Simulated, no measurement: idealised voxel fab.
The name of this process module is voxel air gaps.
For reference, the cross-section in this document is cut, with width 285 nm and square cells of 5 nm.
A cross-section is written here as square cells arranged in a grid, and it is given in bands from the top down, each band taking up one or more rows of cells.
A band entry consists of two parts. The first gives the height of the band's top and the height of its bottom, in nm. The rest lists the band's materials from left to right, each with its width in nm. A single material labelled with the word "full width" fills the band from edge to edge, and the word "empty" marks empty space.
We count height from 0. Below that, the starting wafer is all one material. The lowest band never ends at the bottom but goes on down; see "0..down" for how that is written.
The width entry "30->40" should be interpreted row by row: the top row of cells in the band takes the first number, the bottom row takes the second number, and the change between adjacent rows is uniform throughout.
The cross-section has no changed cell in any step marked "remained the same".
"Non-vented voids" specifies each empty space that is not open to the top and that occupies no fewer than 8 cells, using the form width x height at distance, the distance measured from the left edge and all three quantities in nm.
The remark found on a step's line after its settings is issued by the simulator itself and pertains to that step.
overlay nm: step with mask; distance mask lay right of planned place; negative value = left of planned place.

Here's what the planned process steps look like:
1. RECEIVE, material Si
2. CONFORMAL_DEP, material SiO2, thk nm 15
3. CONFORMAL_DEP, material SiN, thk nm 5
4. DIRECTIONAL_DEP, material SiO2, thk nm 35
5. PATTERN, tone open, mask id LINES, material resist, width nm 25, pitch nm 50, thk nm 20, overlay nm 0
6. DIRECTIONAL_ETCH, etch materials SiO2, depth nm 35
7. STRIP, etch materials resist
8. CONFORMAL_DEP, material TiN, thk nm 5
9. FILL_DEP, material W, thk nm 5
10. CMP, height nm 55
11. EPI, material Ru, thk nm 10
12. SELECTIVE_ETCH, etch materials SiO2, depth nm 45
13. CONFORMAL_DEP, material SiCN, thk nm 5

Cross-section: wafer on arrival = after step 1:
    0..down = Si full width
    Non-vented voids: none

Cross-sectional view of the first of the two wafers upon completion of the module, processed in accordance with the plan:
    70..65 = empty 65 nm / SiCN 155 nm / empty 65 nm
    65..55 = empty 65 nm / SiCN 5 nm / Ru 45 nm / SiCN 5 nm / Ru 45 nm / SiCN 5 nm / Ru 45 nm / SiCN 5 nm / empty 65 nm
    55..50 = empty 65 nm / SiCN 15 nm / TiN 5 nm / W 15 nm / TiN 5 nm / SiCN 25 nm / TiN 5 nm / W 15 nm / TiN 5 nm / SiCN 25 nm / TiN 5 nm / W 15 nm / TiN 5 nm / SiCN 15 nm / empty 65 nm
    50..25 = empty 75 nm / SiCN 5 nm / TiN 5 nm / W 15 nm / TiN 5 nm / SiCN 5 nm / empty 15 nm / SiCN 5 nm / TiN 5 nm / W 15 nm / TiN 5 nm / SiCN 5 nm / empty 15 nm / SiCN 5 nm / TiN 5 nm / W 15 nm / TiN 5 nm / SiCN 5 nm / empty 75 nm
    25..20 = SiCN 80 nm / TiN 25 nm / SiCN 25 nm / TiN 25 nm / SiCN 25 nm / TiN 25 nm / SiCN 80 nm
    20..15 = SiN full width
    15..0 = SiO2 full width
    0..down = Si full width
    Non-vented voids: 15 x 25 at 110; 15 x 25 at 160

Now the second wafer, cross-sectioned at the end of the module. Nothing different at the start, nothing different in the plan compared with the first, just one mistake when it was actually run:
    70..65 = SiCN full width
    65..55 = Ru full width
    55..50 = TiN 85 nm / W 15 nm / TiN 35 nm / W 15 nm / TiN 35 nm / W 15 nm / TiN 85 nm
    50..20 = SiO2 80 nm / TiN 5 nm / W 15 nm / TiN 5 nm / SiO2 25 nm / TiN 5 nm / W 15 nm / TiN 5 nm / SiO2 25 nm / TiN 5 nm / W 15 nm / TiN 5 nm / SiO2 80 nm
    20..15 = SiO2 80 nm / TiN 25 nm / SiO2 25 nm / TiN 25 nm / SiO2 25 nm / TiN 25 nm / SiO2 80 nm
    15..0 = SiO2 full width
    0..down = Si full width
    Non-vented voids: none
Processing error: with respect to the plan, step 3 was omitted and not executed
The closing comparison, in cells, has the second wafer with more or fewer of some materials than the first: +60 Ru; -70 SiCN; -57 SiN; +294 SiO2; +48 TiN; +9 W
The final tally of closed voids stands at 2 on the first wafer and 0 on the second.
